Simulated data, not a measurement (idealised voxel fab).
This section sets out a process module, namely voxel transistor to metal.
Shown is cross-section cut, with a width of 150 nm and square cells of size 5 nm.
A cross-section is written here as square cells arranged in a grid, and it is given in bands from the top down, each band taking up one or more rows of cells.
Per band: top height and bottom height in nm, followed by the left-to-right materials and their widths in nm; "all across" marks a single material spanning edge to edge, "air" marks empty space.
Where do heights start? At 0: under that level the wafer as delivered is made of one material only. And the lowest band has no floor; it just carries on downward, as in "z 0 and below".
A width given as "30->40" starts at the first number in the band's top row and ends at the second number in its bottom row, shifting by an equal amount at every step from row to row.
A step reported as "everything unchanged" is a step in which no cell of the cross-section changed.
"Enclosed empty spaces": empty spaces of 8 cells or more with no open way to the top, each given as width x height at distance, distance from the left edge, all in nm.
On each step's line, the part that comes after the settings is the simulator's own comment on the step.
On any step carrying a mask, the "overlay nm" setting, if present on the step's line, tells how far right of its planned place the mask lay; negative values point to the left.

**Planned process steps**
| 1 | op RECEIVE | material Si |
| 2 | op CONFORMAL_DEP | material SiO2 | thk nm 5 |
| 3 | op CONFORMAL_DEP | material SiN | thk nm 15 |
| 4 | op MASKED_ETCH | tone cover | mask id ACTIVE | width nm 105 | etch materials SiN | depth nm 15 | overlay nm 0 |
| 5 | op MASKED_ETCH | tone cover | mask id ACTIVE | width nm 105 | etch materials SiO2 | depth nm 5 | overlay nm 0 |
| 6 | op MASKED_ETCH | tone cover | mask id ACTIVE | width nm 105 | etch materials Si | depth nm 30 | overlay nm 0 |
| 7 | op FILL_DEP | material SiO2 | thk nm 10 |
| 8 | op CMP | height nm 20 |
| 9 | op SELECTIVE_ETCH | etch materials SiO2 | depth nm 10 |
| 10 | op STRIP | etch materials SiN |
| 11 | op SELECTIVE_ETCH | etch materials SiO2 | depth nm 5 |
| 12 | op OXIDIZE | depth nm 5 |
| 13 | op DIRECTIONAL_DEP | material polySi | thk nm 20 |
| 14 | op DIRECTIONAL_DEP | material SiCN | thk nm 10 |
| 15 | op MASKED_ETCH | tone cover | mask id GATE | width nm 25 | etch materials SiCN | depth nm 20 | overlay nm 0 |
| 16 | op MASKED_ETCH | tone cover | mask id GATE | width nm 25 | etch materials polySi | depth nm 30 | overlay nm 0 |
| 17 | op CONFORMAL_DEP | material SiN | thk nm 5 |
| 18 | op DIRECTIONAL_ETCH | etch materials SiN | depth nm 5 |
| 19 | op DIRECTIONAL_ETCH | etch materials SiO2 | depth nm 5 |
| 20 | op EPI | material nSi | thk nm 5 |
| 21 | op FILL_DEP | material SiO2 | thk nm 10 |
| 22 | op CMP | height nm 30 |
| 23 | op DIRECTIONAL_DEP | material SiO2 | thk nm 10 |
| 24 | op MASKED_ETCH | tone open | mask id CONTACT | width nm 15 | pitch nm 80 | etch materials SiO2 | depth nm 40 | overlay nm 0 |
| 25 | op CONFORMAL_DEP | material TiN | thk nm 5 |
| 26 | op FILL_DEP | material W | thk nm 10 |
| 27 | op CMP | height nm 40 |
| 28 | op CONFORMAL_DEP | material SiCN | thk nm 5 |
| 29 | op DIRECTIONAL_DEP | material SiO2 | thk nm 15 |
| 30 | op MASKED_ETCH | tone open | mask id METAL_1 | width nm 15 | pitch nm 80 | etch materials SiO2 | depth nm 15 | overlay nm 0 |
| 31 | op MASKED_ETCH | tone open | mask id METAL_1 | width nm 15 | pitch nm 80 | etch materials SiCN | depth nm 5 | overlay nm 0 |
| 32 | op CONFORMAL_DEP | material TiN | thk nm 5 |
| 33 | op FILL_DEP | material Cu | thk nm 10 |
| 34 | op CMP | height nm 60 |
| 35 | op CONFORMAL_DEP | material SiCN | thk nm 5 |
| 36 | op DIRECTIONAL_DEP | material SiO2 | thk nm 25 |
| 37 | op MASKED_ETCH | tone open | mask id METAL_2 | width nm 15 | pitch nm 80 | etch materials SiO2 | depth nm 15 | overlay nm 0 |
| 38 | op MASKED_ETCH | tone open | mask id METAL_2_HOLES | width nm 15 | pitch nm 80 | etch materials SiO2 | depth nm 10 | overlay nm 0 |
| 39 | op MASKED_ETCH | tone open | mask id METAL_2_HOLES | width nm 15 | pitch nm 80 | etch materials SiCN | depth nm 5 | overlay nm 0 |
| 40 | op CONFORMAL_DEP | material TiN | thk nm 5 |
| 41 | op FILL_DEP | material Ru | thk nm 10 |
| 42 | op CMP | height nm 90 |
| 43 | op CONFORMAL_DEP | material SiN | thk nm 5 |

**Step 1 complete: cross-section of the wafer as received**
- z 0 and below  Si all across
- Enclosed empty spaces: none

**Below is the wafer in cross-section after the module was completed. It began from the starting point shown above and followed the plan shown above, except that one mistake was made while running it**
- z 95 to 90  SiN all across
- z 90 to 65  SiO2: 25, TiN: 5, Ru: 5, TiN: 5, SiO2: 65, TiN: 5, Ru: 5, TiN: 5, SiO2: 30
- z 65 to 60  SiCN: 25, TiN: 15, SiCN: 65, TiN: 15, SiCN: 30
- z 60 to 45  SiO2: 25, TiN: 5, Cu: 5, TiN: 5, SiO2: 65, TiN: 5, Cu: 5, TiN: 5, SiO2: 30
- z 45 to 40  SiCN: 25, TiN: 15, SiCN: 65, TiN: 15, SiCN: 30
- z 40 to 30  SiO2: 25, TiN: 5, W: 5, TiN: 5, SiO2: 65, TiN: 5, W: 5, TiN: 5, SiO2: 30
- z 30 to 20  SiO2: 25, TiN: 5, W: 5, TiN: 5, SiO2: 20, SiN: 5, SiCN: 20, SiN: 5, SiO2: 15, TiN: 5, W: 5, TiN: 5, SiO2: 30
- z 20 to 5  SiO2: 25, TiN: 5, W: 5, TiN: 5, SiO2: 15, SiN: 5, polySi: 25, SiN: 5, SiO2: 15, TiN: 5, W: 5, TiN: 5, SiO2: 30
- z 5 to 0  SiO2: 15, SiN: 5, SiO2: 5, TiN: 15, SiO2: 15, SiN: 5, polySi: 25, SiN: 5, SiO2: 15, TiN: 15, SiO2: 5, SiN: 5, SiO2: 20
- z 0 to -5  SiO2: 20, nSi: 35, SiO2: 35, nSi: 35, SiO2: 25
- z -5 to -30  SiO2: 20, Si: 105, SiO2: 25
- z -30 and below  Si all across
- Enclosed empty spaces: none
In executing the process, a mistake was made relative to the plan: contrary to plan, step 15 was performed as op MASKED_ETCH | tone cover | mask id GATE | width nm 20 | etch materials SiCN | depth nm 20 | overlay nm 0
